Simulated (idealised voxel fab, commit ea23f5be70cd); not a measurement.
Process module under the name voxel transistor to metal
The cross-section on display is named cut; it measures 170 nm wide, and its cells are 5 nm squares.
We lay out every cross-section as a grid of square cells and spell it out in bands from the top down, where one band means one or more rows of cells. Heads up on the band format: heights come first, top then bottom, in nm. After that it's the materials left to right, each with its width in nm. A single material flagged "throughout" fills the whole band edge to edge, and "air" means there's empty space there. All heights in this document are referenced to 0, defined as the level beneath which the wafer, as received, consists entirely of one material. The lowest band is not bounded below; it extends indefinitely downward and is written in the form "z 0 and below". A width such as "30->40" changes by the same amount from each row of cells to the next, from the band's top row to its bottom row. Where the words "left unchanged" appear for a step, the cross-section shows no cell changed by that step; every cell remained as before. You'll see "Enclosed empty spaces" listing empty spaces that have no way open to the top, as long as they're 8 cells or more; the notation is width x height at distance, where the distance is from the left edge, and all of it is in nm. If you see something after the settings on a step's line, that's the simulator's own remark about that step. overlay nm: step with mask; distance mask lay right of planned place; negative value = left of planned place.

# Intended process steps
step 1: RECEIVE [material Si]
step 2: CONFORMAL_DEP [material SiO2] [thk nm 5]
step 3: CONFORMAL_DEP [material SiN] [thk nm 15]
step 4: MASKED_ETCH [tone cover] [mask id ACTIVE] [width nm 95] [etch materials SiN] [depth nm 15] [overlay nm 0]
step 5: MASKED_ETCH [tone cover] [mask id ACTIVE] [width nm 95] [etch materials SiO2] [depth nm 5] [overlay nm 0]
step 6: MASKED_ETCH [tone cover] [mask id ACTIVE] [width nm 95] [etch materials Si] [depth nm 20] [overlay nm 0]
step 7: OXIDIZE [depth nm 5]
step 8: FILL_DEP [material SiO2] [thk nm 15]
step 9: CMP [height nm 20]
step 10: SELECTIVE_ETCH [etch materials SiO2] [depth nm 10]
step 11: STRIP [etch materials SiN]
step 12: SELECTIVE_ETCH [etch materials SiO2] [depth nm 5]
step 13: OXIDIZE [depth nm 5]
step 14: DIRECTIONAL_DEP [material polySi] [thk nm 30]
step 15: DIRECTIONAL_DEP [material SiCN] [thk nm 10]
step 16: PATTERN [tone cover] [mask id GATE] [material resist] [width nm 15] [thk nm 20] [overlay nm 0]
step 17: DIRECTIONAL_ETCH [etch materials SiCN] [depth nm 20]
step 18: DIRECTIONAL_ETCH [etch materials polySi] [depth nm 40]
step 19: STRIP [etch materials resist]
step 20: CONFORMAL_DEP [material SiN] [thk nm 10]
step 21: DIRECTIONAL_ETCH [etch materials SiN] [depth nm 10]
step 22: DIRECTIONAL_ETCH [etch materials SiO2] [depth nm 5]
step 23: DIRECTIONAL_ETCH [etch materials Si] [depth nm 5]
step 24: EPI [material pSi] [thk nm 10]
step 25: FILL_DEP [material SiO2] [thk nm 5]
step 26: CMP [height nm 40]
step 27: DIRECTIONAL_DEP [material SiO2] [thk nm 15]
step 28: MASKED_ETCH [tone open] [mask id CONTACT] [width nm 15] [pitch nm 60] [etch materials SiO2] [depth nm 55] [overlay nm 0]
step 29: CONFORMAL_DEP [material TiN] [thk nm 5]
step 30: FILL_DEP [material Ru] [thk nm 10]
step 31: CMP [height nm 55]
step 32: CONFORMAL_DEP [material SiN] [thk nm 5]
step 33: DIRECTIONAL_DEP [material SiO2] [thk nm 25]
step 34: PATTERN [tone open] [mask id METAL_1] [material resist] [width nm 15] [pitch nm 60] [thk nm 15] [overlay nm 0]
step 35: DIRECTIONAL_ETCH [etch materials SiO2] [depth nm 25]
step 36: DIRECTIONAL_ETCH [etch materials SiN] [depth nm 5]
step 37: STRIP [etch materials resist]
step 38: CONFORMAL_DEP [material TiN] [thk nm 5]
step 39: FILL_DEP [material Cu] [thk nm 5]
step 40: CMP [height nm 85]
step 41: CONFORMAL_DEP [material SiCN] [thk nm 5]

# Wafer cross-section on receipt, i.e. after step 1
* z 0 and below  Si throughout
* Enclosed empty spaces: none

# Cross-section, first of two wafers, end of module, run as planned
* z 90 to 85  SiCN throughout
* z 85 to 60  45 of SiO2 / 5 of TiN / 5 of Cu / 5 of TiN / 45 of SiO2 / 5 of TiN / 5 of Cu / 5 of TiN / 50 of SiO2
* z 60 to 55  45 of SiN / 15 of TiN / 45 of SiN / 15 of TiN / 50 of SiN
* z 55 to 40  45 of SiO2 / 5 of TiN / 5 of Ru / 5 of TiN / 45 of SiO2 / 5 of TiN / 5 of Ru / 5 of TiN / 50 of SiO2
* z 40 to 30  45 of SiO2 / 5 of TiN / 5 of Ru / 5 of TiN / 5 of SiO2 / 10 of SiN / 15 of SiCN / 10 of SiN / 5 of SiO2 / 5 of TiN / 5 of Ru / 5 of TiN / 50 of SiO2
* z 30 to 10  45 of SiO2 / 5 of TiN / 5 of Ru / 5 of TiN / 5 of SiO2 / 10 of SiN / 15 of polySi / 10 of SiN / 5 of SiO2 / 5 of TiN / 5 of Ru / 5 of TiN / 50 of SiO2
* z 10 to 5  45 of SiO2 / 15 of TiN / 5 of SiO2 / 10 of SiN / 15 of polySi / 10 of SiN / 5 of SiO2 / 15 of TiN / 50 of SiO2
* z 5 to 0  30 of SiO2 / 10 of SiN / 5 of SiO2 / 10 of TiN / 10 of pSi / 10 of SiN / 15 of polySi / 10 of SiN / 10 of pSi / 10 of TiN / 5 of SiO2 / 10 of SiN / 35 of SiO2
* z 0 to -5  40 of SiO2 / 25 of pSi / 35 of SiO2 / 25 of pSi / 45 of SiO2
* z -5 to -10  40 of SiO2 / 25 of pSi / 35 of Si / 25 of pSi / 45 of SiO2
* z -10 to -25  40 of SiO2 / 85 of Si / 45 of SiO2
* z -25 and below  Si throughout
* Enclosed empty spaces: none

# What the second wafer looks like in cross-section once the module is done. Its start and its plan matched the first wafer's exactly; what differed was one mistake in how it was run
* z 90 to 85  SiCN throughout
* z 85 to 60  45 of SiO2 / 5 of TiN / 5 of Cu / 5 of TiN / 45 of SiO2 / 5 of TiN / 5 of Cu / 5 of TiN / 50 of SiO2
* z 60 to 55  45 of SiN / 15 of TiN / 45 of SiN / 15 of TiN / 50 of SiN
* z 55 to 40  45 of SiO2 / 5 of TiN / 5 of Ru / 5 of TiN / 45 of SiO2 / 5 of TiN / 5 of Ru / 5 of TiN / 50 of SiO2
* z 40 to 25  45 of SiO2 / 5 of TiN / 5 of Ru / 5 of TiN / 5 of SiO2 / 10 of SiN / 15 of polySi / 10 of SiN / 5 of SiO2 / 5 of TiN / 5 of Ru / 5 of TiN / 50 of SiO2
* z 25 to 20  45 of SiO2 / 15 of TiN / 5 of SiO2 / 10 of SiN / 15 of polySi / 10 of SiN / 5 of SiO2 / 15 of TiN / 50 of SiO2
* z 20 to 5  35 of SiO2 / 95 of SiN / 40 of SiO2
* z 5 to 0  SiO2 throughout
* z 0 to -25  40 of SiO2 / 85 of Si / 45 of SiO2
* z -25 and below  Si throughout
* Enclosed empty spaces: none
Run error: skipped: plan step 9 (never run)
Cell-count delta at end, second wafer over first, by material: Ru: 6 fewer; Si: 27 more; SiCN: 6 fewer; SiN: 37 more; SiO2: 6 fewer; TiN: 16 fewer; pSi: 24 fewer; polySi: 6 fewer
